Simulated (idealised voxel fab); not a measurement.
Title: Process Module voxel ribs on slabs
Cross-section cut: width 190 nm, square cells of 5 nm.
In this document a cross-section is written as a grid of square cells. It is given as a series of bands, listed from the top down, and a band is one or more rows of cells.
Band entry format. Leading values: height of top, height of bottom, nm. Remainder: materials in left-to-right order, each with its width in nm. Special words: "all across" on a single material, which then fills the band edge to edge; "blank", empty space.
Height is counted from the level 0, under which the received wafer is composed throughout of one material. The lowest of the bands is not closed at the bottom but continues downward, in the notation "0..down".
A two-number width, for instance "30 to 40", indicates that the width is equal to the first number in the top row of the band and to the second number in the bottom row, and that it changes by a constant amount per row of cells.
Key: "nothing got changed" - step with no changed cell in the cross-section.
"Closed cavities" enumerates empty spaces isolated from the top, with no open way to it, that contain at least 8 cells, giving each as width x height at distance from the left edge, all three in nm.
Heads up: the bit after the settings on a step's line is the simulator's remark on that step.
overlay nm: how far to the right of its planned place the mask lay on this masked step (negative: to the left).
## Listed below are the process steps as planned
1. RECEIVE,material Si
2. DIRECTIONAL_DEP,material SiO2,thk nm 30
3. DIRECTIONAL_DEP,material polySi,thk nm 15
4. MASKED_ETCH,tone cover,mask id RIB,width nm 25,etch materials polySi,depth nm 10,overlay nm 0
5. MASKED_ETCH,tone cover,mask id SLAB,width nm 65,etch materials polySi,depth nm 5,overlay nm 0
6. FILL_DEP,material SiO2,thk nm 15
7. CMP,height nm 55
8. DIRECTIONAL_DEP,material TiN,thk nm 10
9. PATTERN,tone cover,mask id HEATER,material resist,width nm 35,thk nm 15,overlay nm 0
10. DIRECTIONAL_ETCH,etch materials TiN,depth nm 10
11. STRIP,etch materials resist
12. CONFORMAL_DEP,material SiN,thk nm 10
## Wafer at receipt (post step 1), cross-section
> 0..down  Si all across
> Closed cavities: none
## Look at the cross-section after the module: the wafer started out the way shown above and the plan was the one shown above, yet one mistake was made along the way
> 75..65  blank (65) / SiN (55) / blank (70)
> 65..55  SiN (75) / TiN (35) / SiN (80)
> 55..15  SiO2 all across
> 15..0  polySi all across
> 0..down  Si all across
> Closed cavities: none
Plan not followed: plan steps 2 and 3 run swapped
